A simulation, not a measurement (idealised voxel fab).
process module | voxel transistor to metal
cross-section cut | 145 nm wide | cells 5 nm
A cross-section is a grid of square cells, given in bands from the top down. A band is one or more rows of cells.
Each band's line starts with the height of the band's top and of its bottom, in nm. Then come its materials from left to right, each with its width in nm. One material with "throughout" fills the band from edge to edge. "air" is empty space.
Height 0 is the level under which the wafer as received is all one material. The lowest band goes on downwards, as in "0 down".
A width such as "30 to 40" changes by the same amount from each row of cells to the next, from the band's top row to its bottom row.
"no change" after a step means that no cell of the cross-section changed.
closed voids: empty space of 8 cells or more with no open way to the top, each as width x height at its distance from the left edge, in nm
after a step's settings: what the simulator itself notes on the step
overlay nm, on a step with a mask: how far to the right of its planned place the mask lay; to the left if negative
plan
1 op RECEIVE | material Si
2 op CONFORMAL_DEP | material SiO2 | thk nm 5
3 op CONFORMAL_DEP | material SiN | thk nm 15
4 op DIRECTIONAL_DEP | material aC | thk nm 15
5 op PATTERN | tone cover | mask id ACTIVE | material resist | width nm 95 | thk nm 30 | overlay nm 0
6 op DIRECTIONAL_ETCH | etch materials aC | depth nm 15
7 op STRIP | etch materials resist
8 op DIRECTIONAL_ETCH | etch materials SiN | depth nm 15
9 op DIRECTIONAL_ETCH | etch materials SiO2 | depth nm 5
10 op DIRECTIONAL_ETCH | etch materials Si | depth nm 35
11 op STRIP | etch materials aC
12 op OXIDIZE | depth nm 5
13 op FILL_DEP | material SiO2 | thk nm 10
14 op CMP | height nm 20
15 op SELECTIVE_ETCH | etch materials SiO2 | depth nm 10
16 op STRIP | etch materials SiN
17 op SELECTIVE_ETCH | etch materials SiO2 | depth nm 5
18 op OXIDIZE | depth nm 5
19 op DIRECTIONAL_DEP | material polySi | thk nm 30
20 op DIRECTIONAL_DEP | material SiCN | thk nm 10
21 op DIRECTIONAL_DEP | material aC | thk nm 15
22 op PATTERN | tone cover | mask id GATE | material resist | width nm 25 | thk nm 35 | overlay nm 0
23 op DIRECTIONAL_ETCH | etch materials aC | depth nm 15
24 op STRIP | etch materials resist
25 op DIRECTIONAL_ETCH | etch materials SiCN | depth nm 20
26 op DIRECTIONAL_ETCH | etch materials polySi | depth nm 40
27 op STRIP | etch materials aC
28 op CONFORMAL_DEP | material SiN | thk nm 5
29 op DIRECTIONAL_ETCH | etch materials SiN | depth nm 5
30 op DIRECTIONAL_ETCH | etch materials SiO2 | depth nm 5
31 op DIRECTIONAL_ETCH | etch materials Si | depth nm 15
32 op EPI | material SiGe | thk nm 20
33 op FILL_DEP | material SiO2 | thk nm 5
34 op CMP | height nm 30
35 op STRIP | etch materials polySi
36 op SELECTIVE_ETCH | etch materials SiO2 | depth nm 5
37 op CONFORMAL_DEP | material HfO2 | thk nm 5
38 op CONFORMAL_DEP | material TiN | thk nm 5
39 op FILL_DEP | material W | thk nm 10
40 op CMP | height nm 25
41 op DIRECTIONAL_DEP | material SiO2 | thk nm 10
42 op MASKED_ETCH | tone open | mask id CONTACT | width nm 15 | pitch nm 70 | etch materials SiO2 | depth nm 35 | overlay nm 0
43 op CONFORMAL_DEP | material TiN | thk nm 5
44 op FILL_DEP | material Ru | thk nm 10
45 op CMP | height nm 35
46 op CONFORMAL_DEP | material SiCN | thk nm 5
47 op DIRECTIONAL_DEP | material SiO2 | thk nm 20
48 op MASKED_ETCH | tone open | mask id METAL_1 | width nm 15 | pitch nm 70 | etch materials SiO2 | depth nm 20 | overlay nm 0
49 op MASKED_ETCH | tone open | mask id METAL_1 | width nm 15 | pitch nm 70 | etch materials SiCN | depth nm 5 | overlay nm 0
50 op CONFORMAL_DEP | material TiN | thk nm 5
51 op FILL_DEP | material W | thk nm 5
52 op CMP | height nm 60
53 op EPI | material Ru | thk nm 5
54 op FILL_DEP | material SiCN | thk nm 5
as received, after step 1
  0 down: Si throughout
  closed voids: none
a wafer at the end: this start, this plan, one mistake
  70 to 65: SiCN throughout
  65 to 60: SiCN 25 | Ru 25 | SiCN 45 | Ru 25 | SiCN 25
  60 to 40: SiO2 30 | TiN 5 | W 5 | TiN 5 | SiO2 55 | TiN 5 | W 5 | TiN 5 | SiO2 30
  40 to 35: SiCN 30 | TiN 15 | SiCN 55 | TiN 15 | SiCN 30
  35 to 25: SiO2 30 | TiN 5 | Ru 5 | TiN 5 | SiO2 55 | TiN 5 | Ru 5 | TiN 5 | SiO2 30
  25 to 20: SiO2 30 | TiN 5 | Ru 5 | TiN 5 | SiO2 10 | SiN 5 | TiN 5 | HfO2 5 | W 5 | HfO2 5 | TiN 5 | SiN 5 | SiO2 10 | TiN 5 | Ru 5 | TiN 5 | SiO2 30
  20 to 15: SiO2 30 | TiN 15 | SiO2 10 | SiN 5 | TiN 5 | HfO2 5 | W 5 | HfO2 5 | TiN 5 | SiN 5 | SiO2 10 | TiN 15 | SiO2 30
  15 to 5: SiO2 30 | TiN 5 | SiGe 20 | SiN 5 | TiN 5 | HfO2 5 | W 5 | HfO2 5 | TiN 5 | SiN 5 | SiGe 20 | TiN 5 | SiO2 30
  5 to 0: SiO2 20 | SiN 5 | SiO2 5 | TiN 5 | SiGe 20 | SiN 5 | TiN 5 | HfO2 15 | TiN 5 | SiN 5 | SiGe 20 | TiN 5 | SiO2 5 | SiN 5 | SiO2 20
  0 to -5: SiO2 25 | SiGe 30 | TiN 35 | SiGe 30 | SiO2 25
  -5 to -20: SiO2 30 | SiGe 25 | Si 35 | SiGe 25 | SiO2 30
  -20 to -40: SiO2 30 | Si 85 | SiO2 30
  -40 down: Si throughout
  closed voids: none
what went wrong: steps 37 and 38 were swapped
